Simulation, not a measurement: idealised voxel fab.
Proc. module: voxel self aligned vias
Displayed cross-section: cut, width of 260 nm, square cells sized 5 nm.
For the purposes of this document, a cross-section shall be understood as a grid of square cells, specified as bands listed in top-to-bottom order, each band consisting of one or more rows of cells. What a band's entry tells you: where the top is and where the bottom is, as heights in nm, and after that what lies inside, material by material from left to right, each with its width in nm. Empty space is written as the word "empty", and a single material marked with the word "edge to edge" occupies the band from edge to edge. Counting heights begins at 0, where everything beneath is, in the wafer as received, one material. The lowest band has no bottom; it goes on downwards, as "from 0 down" shows. A two-number width, for instance "30..40", indicates that the width is equal to the first number in the top row of the band and to the second number in the bottom row, and that it changes by a constant amount per row of cells. "nothing different" after a step means that no cell of the cross-section changed. Each empty space that has no open way to the top and spans at least 8 cells appears under "Closed void listing" as width x height at distance, the distance counted from the left edge, all in nm. Whatever follows a step's settings on its line is a remark the simulator itself makes about that step. overlay nm: on a step with a mask, how far right of its planned place the mask lay; negative means left.
PROCESS STEPS - PLAN
1,RECEIVE,material Si
2,CONFORMAL_DEP,material SiO2,thk nm 10
3,CONFORMAL_DEP,material SiCN,thk nm 5
4,DIRECTIONAL_DEP,material lowk,thk nm 20
5,DIRECTIONAL_DEP,material aC,thk nm 15
6,PATTERN,tone open,mask id LINES,material resist,width nm 25,pitch nm 75,thk nm 35,overlay nm 0
7,DIRECTIONAL_ETCH,etch materials aC,depth nm 15
8,STRIP,etch materials resist
9,DIRECTIONAL_ETCH,etch materials lowk,depth nm 20
10,STRIP,etch materials aC
11,CONFORMAL_DEP,material TiN,thk nm 5
12,FILL_DEP,material W,thk nm 10
13,CMP,height nm 35
14,SELECTIVE_ETCH,etch materials W Ru TiN,depth nm 5
15,FILL_DEP,material SiN,thk nm 10
16,CMP,height nm 35
17,DIRECTIONAL_DEP,material lowk,thk nm 15
18,MASKED_ETCH,tone open,mask id VIAS,width nm 45,etch materials lowk,depth nm 15,overlay nm 0
19,MASKED_ETCH,tone open,mask id VIAS,width nm 45,etch materials SiN,depth nm 5,overlay nm 0
20,CONFORMAL_DEP,material TiN,thk nm 5
21,FILL_DEP,material Cu,thk nm 5
22,CMP,height nm 50
23,CONFORMAL_DEP,material SiN,thk nm 5
AS-RECEIVED WAFER CROSS-SECTION (AFTER STEP 1)
    from 0 down  Si edge to edge
    Closed void listing: none
WHAT THE WAFER LOOKS LIKE IN CROSS-SECTION AFTER THIS MODULE, WHEN IT STARTS AS SHOWN ABOVE AND FOLLOWS THE PLAN ABOVE BUT ONE MISTAKE IS MADE IN RUNNING IT
    from 55 to 50  SiN edge to edge
    from 50 to 40  70 lowk / 5 TiN / 35 Cu / 5 TiN / 145 lowk
    from 40 to 35  70 lowk / 45 TiN / 145 lowk
    from 35 to 30  70 SiN / 10 TiN / 25 lowk / 10 TiN / 40 SiN / 25 lowk / 80 SiN
    from 30 to 20  75 W / 5 TiN / 25 lowk / 5 TiN / 40 W / 5 TiN / 25 lowk / 5 TiN / 75 W
    from 20 to 15  80 TiN / 25 lowk / 50 TiN / 25 lowk / 80 TiN
    from 15 to 10  SiCN edge to edge
    from 10 to 0  SiO2 edge to edge
    from 0 down  Si edge to edge
    Closed void listing: none
The mistake made against the process plan was this: step 6, actual vs plan mismatch, actual run PATTERN,tone cover,mask id LINES,material resist,width nm 25,pitch nm 75,thk nm 35,overlay nm 0
